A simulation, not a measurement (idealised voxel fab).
process module | voxel self aligned vias
cross-section cut | 235 nm wide | cells 5 nm
A cross-section is a grid of square cells, given in bands from the top down. A band is one or more rows of cells.
Each band's line starts with the height of the band's top and of its bottom, in nm. Then come its materials from left to right, each with its width in nm. One material with "throughout" fills the band from edge to edge. "air" is empty space.
Height 0 is the level under which the wafer as received is all one material. The lowest band goes on downwards, as in "0 down".
A width such as "30 to 40" changes by the same amount from each row of cells to the next, from the band's top row to its bottom row.
"no change" after a step means that no cell of the cross-section changed.
closed voids: empty space of 8 cells or more with no open way to the top, each as width x height at its distance from the left edge, in nm
after a step's settings: what the simulator itself notes on the step
overlay nm, on a step with a mask: how far to the right of its planned place the mask lay; to the left if negative
plan
1 op RECEIVE | material Si
2 op CONFORMAL_DEP | material SiO2 | thk nm 15
3 op CONFORMAL_DEP | material SiCN | thk nm 5
4 op DIRECTIONAL_DEP | material lowk | thk nm 30
5 op DIRECTIONAL_DEP | material aC | thk nm 15
6 op PATTERN | tone open | mask id LINES | material resist | width nm 20 | pitch nm 60 | thk nm 35 | overlay nm 0
7 op DIRECTIONAL_ETCH | etch materials aC | depth nm 15
8 op STRIP | etch materials resist
9 op DIRECTIONAL_ETCH | etch materials lowk | depth nm 30
10 op STRIP | etch materials aC
11 op CONFORMAL_DEP | material TiN | thk nm 5
12 op FILL_DEP | material Ru | thk nm 5
13 op CMP | height nm 50
14 op SELECTIVE_ETCH | etch materials W Ru TiN | depth nm 5
15 op FILL_DEP | material SiN | thk nm 5
16 op CMP | height nm 50
17 op DIRECTIONAL_DEP | material lowk | thk nm 20
18 op PATTERN | tone open | mask id VIAS | material resist | width nm 30 | pitch nm 60 | thk nm 15 | overlay nm 0
19 op DIRECTIONAL_ETCH | etch materials lowk | depth nm 20
20 op DIRECTIONAL_ETCH | etch materials SiN | depth nm 5
21 op STRIP | etch materials resist
22 op CONFORMAL_DEP | material TiN | thk nm 5
23 op FILL_DEP | material Cu | thk nm 10
24 op CMP | height nm 70
25 op CONFORMAL_DEP | material SiCN | thk nm 5
as received, after step 1
  0 down: Si throughout
  closed voids: none
first wafer at the end, as planned
  75 to 70: SiCN throughout
  70 to 55: lowk 70 | TiN 5 | Cu 20 | TiN 5 | lowk 30 | TiN 5 | Cu 20 | TiN 5 | lowk 75
  55 to 50: lowk 70 | TiN 10 | Cu 10 | TiN 10 | lowk 30 | TiN 10 | Cu 10 | TiN 10 | lowk 75
  50 to 45: lowk 75 | TiN 20 | lowk 40 | TiN 20 | lowk 80
  45 to 25: lowk 75 | TiN 5 | Ru 10 | TiN 5 | lowk 40 | TiN 5 | Ru 10 | TiN 5 | lowk 80
  25 to 20: lowk 75 | TiN 20 | lowk 40 | TiN 20 | lowk 80
  20 to 15: SiCN throughout
  15 to 0: SiO2 throughout
  0 down: Si throughout
  closed voids: none
second wafer at the end: like start, like plan, one mistake
  75 to 70: SiCN throughout
  70 to 55: lowk 70 | TiN 5 | Cu 20 | TiN 5 | lowk 30 | TiN 5 | Cu 20 | TiN 5 | lowk 75
  55 to 50: lowk 70 | TiN 10 | Cu 10 | TiN 10 | lowk 30 | TiN 10 | Cu 10 | TiN 10 | lowk 75
  50 to 45: lowk 75 | TiN 20 | lowk 40 | TiN 20 | lowk 80
  45 to 40: lowk 75 | TiN 5 | Ru 10 | TiN 5 | lowk 40 | TiN 5 | Ru 10 | TiN 5 | lowk 80
  40 to 35: lowk 75 | TiN 20 | lowk 40 | TiN 20 | lowk 80
  35 to 30: SiCN throughout
  30 to 0: SiO2 throughout
  0 down: Si throughout
  closed voids: none
what went wrong: step 2 was run twice
at the end the second wafer has, in cells: 12 fewer of Ru | 141 more of SiO2 | 12 fewer of TiN | 117 fewer of lowk
